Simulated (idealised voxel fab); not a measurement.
Documented hereafter: the process module known as voxel gate over fins.
This is section cut - it's 280 nm across, gridded in 5 nm square cells.
Throughout this document, each cross-section is represented as a grid of square cells and is presented as a sequence of bands enumerated from the top downward, where a band comprises one or more rows of cells.
Heights first: top, then bottom, in nm. Then materials, left to right, each with a width in nm. "edge to edge" on a single material: fills the band edge to edge. "blank": empty space.
Note: height 0 marks the level under which the wafer is uniformly one material as received. Lowest band unbounded below, written "0 nm and below".
Top row gets the first number, bottom row gets the second, and each row in between changes by the same step: that is how a band width like "30->40" works.
"same as before" means the step left every cell of the cross-section as it was.
"Sealed void list" lists enclosed empty spaces (at least 8 cells, no open path upward to the top), each as width x height at distance from the left edge, in nm.
It should be noted that, on the line of a given step, the content following the step's settings is a remark produced by the simulator itself with respect to that step.
overlay nm: for a step with a mask, the amount by which the mask lay right of where it was planned; a negative amount means left of it.
Planned process steps
step 1: RECEIVE,material Si
step 2: CONFORMAL_DEP,material SiN,thk nm 10
step 3: MASKED_ETCH,tone cover,mask id FINS,width nm 15,pitch nm 55,etch materials SiN,depth nm 10,overlay nm 0
step 4: MASKED_ETCH,tone cover,mask id FINS,width nm 15,pitch nm 55,etch materials Si,depth nm 30,overlay nm 0
step 5: OXIDIZE,depth nm 5
step 6: FILL_DEP,material SiO2,thk nm 5
step 7: CMP,height nm 10
step 8: PATTERN,tone open,mask id RAIL,material resist,width nm 15,thk nm 15,overlay nm 0
step 9: DIRECTIONAL_ETCH,etch materials SiO2,depth nm 35
step 10: STRIP,etch materials resist
step 11: CONFORMAL_DEP,material TiN,thk nm 5
step 12: FILL_DEP,material Ru,thk nm 10
step 13: CMP,height nm 10
step 14: SELECTIVE_ETCH,etch materials W Ru TiN,depth nm 25
step 15: FILL_DEP,material SiO2,thk nm 5
step 16: CMP,height nm 10
step 17: SELECTIVE_ETCH,etch materials SiO2,depth nm 20
step 18: STRIP,etch materials SiN
step 19: CONFORMAL_DEP,material HfO2,thk nm 5
step 20: CONFORMAL_DEP,material TiN,thk nm 5
step 21: FILL_DEP,material W,thk nm 10
step 22: CMP,height nm 15
step 23: CONFORMAL_DEP,material SiN,thk nm 5
Cross-section of the wafer upon arrival, representing the state reached after step 1
  0 nm and below | Si edge to edge
  Sealed void list: none
First of two wafers at the end of the module, shown in cross-section; run carried out as planned
  20 nm to 15 nm | SiN edge to edge
  15 nm to 10 nm | W edge to edge
  10 nm to 5 nm | W 45, then TiN 25, then W 30, then TiN 25, then W 30, then TiN 25, then W 30, then TiN 25, then W 45
  5 nm to 0 nm | W 45, then TiN 5, then HfO2 15, then TiN 5, then W 30, then TiN 5, then HfO2 15, then TiN 5, then W 30, then TiN 5, then HfO2 15, then TiN 5, then W 30, then TiN 5, then HfO2 15, then TiN 5, then W 45
  0 nm to -5 nm | TiN 50, then HfO2 5, then Si 5, then HfO2 5, then TiN 40, then HfO2 5, then Si 5, then HfO2 5, then TiN 40, then HfO2 5, then Si 5, then HfO2 5, then TiN 40, then HfO2 5, then Si 5, then HfO2 5, then TiN 50
  -5 nm to -10 nm | HfO2 55, then Si 5, then HfO2 50, then Si 5, then HfO2 50, then Si 5, then HfO2 50, then Si 5, then HfO2 55
  -10 nm to -15 nm | SiO2 55, then Si 5, then SiO2 50, then Si 5, then SiO2 50, then Si 5, then SiO2 50, then Si 5, then SiO2 55
  -15 nm to -20 nm | SiO2 55, then Si 5, then SiO2 15, then TiN 5, then Ru 5, then TiN 5, then SiO2 20, then Si 5, then SiO2 50, then Si 5, then SiO2 50, then Si 5, then SiO2 55
  -20 nm to -25 nm | SiO2 55, then Si 5, then SiO2 15, then TiN 15, then SiO2 20, then Si 5, then SiO2 50, then Si 5, then SiO2 50, then Si 5, then SiO2 55
  -25 nm to -35 nm | SiO2 55, then Si 5, then SiO2 50, then Si 5, then SiO2 50, then Si 5, then SiO2 50, then Si 5, then SiO2 55
  -35 nm and below | Si edge to edge
  Sealed void list: none
Presented here is a cross-section of the second of the two wafers as it stood at the end of the module. It was started in the same manner and assigned the same plan as the first wafer; however, one mistake was made in its execution
  20 nm to 15 nm | SiN edge to edge
  15 nm to 10 nm | W edge to edge
  10 nm to 5 nm | W 45, then TiN 25, then W 30, then TiN 25, then W 30, then TiN 25, then W 30, then TiN 25, then W 45
  5 nm to 0 nm | W 45, then TiN 5, then HfO2 15, then TiN 5, then W 30, then TiN 5, then HfO2 15, then TiN 5, then W 30, then TiN 5, then HfO2 15, then TiN 5, then W 30, then TiN 5, then HfO2 15, then TiN 5, then W 45
  0 nm to -5 nm | TiN 50, then HfO2 5, then Si 5, then HfO2 5, then TiN 40, then HfO2 5, then Si 5, then HfO2 5, then TiN 40, then HfO2 5, then Si 5, then HfO2 5, then TiN 40, then HfO2 5, then Si 5, then HfO2 5, then TiN 50
  -5 nm to -10 nm | HfO2 55, then Si 5, then HfO2 50, then Si 5, then HfO2 50, then Si 5, then HfO2 50, then Si 5, then HfO2 55
  -10 nm to -15 nm | SiO2 55, then Si 5, then SiO2 50, then Si 5, then SiO2 50, then Si 5, then SiO2 50, then Si 5, then SiO2 55
  -15 nm to -20 nm | SiO2 55, then Si 5, then SiO2 15, then TiN 5, then Ru 10, then TiN 5, then SiO2 15, then Si 5, then SiO2 50, then Si 5, then SiO2 50, then Si 5, then SiO2 55
  -20 nm to -25 nm | SiO2 55, then Si 5, then SiO2 15, then TiN 20, then SiO2 15, then Si 5, then SiO2 50, then Si 5, then SiO2 50, then Si 5, then SiO2 55
  -25 nm to -35 nm | SiO2 55, then Si 5, then SiO2 50, then Si 5, then SiO2 50, then Si 5, then SiO2 50, then Si 5, then SiO2 55
  -35 nm and below | Si edge to edge
  Sealed void list: none
Diagnosis: note that step 8 departed from the planned setting and was carried out as PATTERN,tone open,mask id RAIL,material resist,width nm 20,thk nm 15,overlay nm 0
Materials where the second wafer ends with more or fewer cells than the first: 1 more of Ru, 2 fewer of SiO2, 1 more of TiN
